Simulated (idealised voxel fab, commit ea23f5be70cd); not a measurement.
The process module presented herein is designated voxel capacitor over wiring.
FYI the section here is cut, 290 nm wide, cells are 5 nm squares.
Reading order for cross-sections: top band down to bottom band. Underlying form: a grid of square cells. Band size: one or more rows of cells.
Quick guide to a band line: top height, bottom height (nm) up front; then every material left to right with its width in nm. Only one material and it's marked "all across"? Then it fills the band edge to edge. And "blank" just means empty space.
Beneath 0, the wafer as received is one material, and that level is where height counting begins. The lowest band goes on downward without a bottom; it is written like "0 nm and below".
Width spec "30..40" -> top row of cells at first value, bottom row at second value, equal per-row change in between.
Key: "everything unchanged" - step with no changed cell in the cross-section.
Under "Sealed-off cavities" you'll find the enclosed gaps, the ones with no way out to the top, that are 8 cells or bigger; each reads width x height at distance, with distance counted from the left edge, everything in nm.
Where a step's line continues beyond its settings, the continuation is a remark by the simulator itself on that step.
"overlay nm" denotes, for a step that has a mask, the displacement of the mask to the right of its planned place, with negative values corresponding to the left.

Set out below are the planned steps of the process
- 1: RECEIVE with material Si
- 2: CONFORMAL_DEP with material SiO2, thk nm 10
- 3: CONFORMAL_DEP with material SiCN, thk nm 5
- 4: DIRECTIONAL_DEP with material lowk, thk nm 15
- 5: MASKED_ETCH with tone open, mask id METAL_1, width nm 30, pitch nm 100, etch materials lowk, depth nm 15, overlay nm 0
- 6: MASKED_ETCH with tone open, mask id METAL_1, width nm 30, pitch nm 100, etch materials SiCN, depth nm 5, overlay nm 0
- 7: CONFORMAL_DEP with material TiN, thk nm 5
- 8: FILL_DEP with material Ru, thk nm 10
- 9: CMP with height nm 30
- 10: CONFORMAL_DEP with material SiCN, thk nm 5
- 11: DIRECTIONAL_DEP with material lowk, thk nm 15
- 12: DIRECTIONAL_DEP with material aC, thk nm 15
- 13: PATTERN with tone open, mask id PLUG_1, material resist, width nm 15, thk nm 30, overlay nm 0
- 14: DIRECTIONAL_ETCH with etch materials aC, depth nm 15
- 15: STRIP with etch materials resist
- 16: DIRECTIONAL_ETCH with etch materials lowk, depth nm 15
- 17: DIRECTIONAL_ETCH with etch materials SiCN, depth nm 5
- 18: STRIP with etch materials aC
- 19: EPI with material Ru, thk nm 10
- 20: EPI with material Ru, thk nm 10
- 21: DIRECTIONAL_DEP with material TiN, thk nm 5
- 22: DIRECTIONAL_DEP with material Al2O3, thk nm 5
- 23: DIRECTIONAL_DEP with material TiN, thk nm 10
- 24: MASKED_ETCH with tone cover, mask id UPPER_PLATE, width nm 75, etch materials TiN, depth nm 10, overlay nm 0
- 25: MASKED_ETCH with tone cover, mask id UPPER_PLATE, width nm 75, etch materials Al2O3, depth nm 5, overlay nm 0
- 26: DIRECTIONAL_DEP with material aC, thk nm 15
- 27: PATTERN with tone cover, mask id LOWER_PLATE, material resist, width nm 85, thk nm 35, overlay nm 0
- 28: DIRECTIONAL_ETCH with etch materials aC, depth nm 15
- 29: STRIP with etch materials resist
- 30: DIRECTIONAL_ETCH with etch materials TiN, depth nm 5
- 31: STRIP with etch materials aC
- 32: FILL_DEP with material SiO2, thk nm 15
- 33: CMP with height nm 80
- 34: PATTERN with tone open, mask id PLUG_2, material resist, width nm 15, thk nm 15, overlay nm 0
- 35: DIRECTIONAL_ETCH with etch materials SiO2, depth nm 10
- 36: STRIP with etch materials resist
- 37: CONFORMAL_DEP with material TiN, thk nm 5
- 38: FILL_DEP with material Cu, thk nm 10
- 39: CMP with height nm 80
- 40: CONFORMAL_DEP with material SiN, thk nm 5

Cross-section of the wafer at receipt, which is the condition after step 1
  0 nm and below: Si all across
  Sealed-off cavities: none

Figure: cross-sectional view of the wafer upon completion of the module, processed from the initial state and according to the plan depicted above, with one error introduced during execution
  85 nm to 80 nm: SiN all across
  80 nm to 75 nm: SiO2 105 nm  TiN 5 nm  Cu 5 nm  TiN 5 nm  SiO2 170 nm
  75 nm to 65 nm: SiO2 105..110 nm  TiN 15..60 nm  SiO2 170..120 nm
  65 nm to 60 nm: SiO2 95 nm  TiN 75 nm  SiO2 120 nm
  60 nm to 55 nm: SiO2 95 nm  TiN 15 nm  Al2O3 60 nm  SiO2 120 nm
  55 nm to 50 nm: SiO2 90 nm  TiN 5 nm  Al2O3 15 nm  TiN 65 nm  SiO2 115 nm
  50 nm to 45 nm: SiCN 95 nm  TiN 15 nm  SiCN 180 nm
  45 nm to 30 nm: lowk all across
  30 nm to 15 nm: lowk 80 nm  TiN 5 nm  Ru 20 nm  TiN 5 nm  lowk 70 nm  TiN 5 nm  Ru 20 nm  TiN 5 nm  lowk 80 nm
  15 nm to 10 nm: SiCN 80 nm  TiN 30 nm  SiCN 70 nm  TiN 30 nm  SiCN 80 nm
  10 nm to 0 nm: SiO2 all across
  0 nm and below: Si all across
  Sealed-off cavities: none
Error vs. plan: step 11 occupied the plan position of step 10, and the converse holds as well
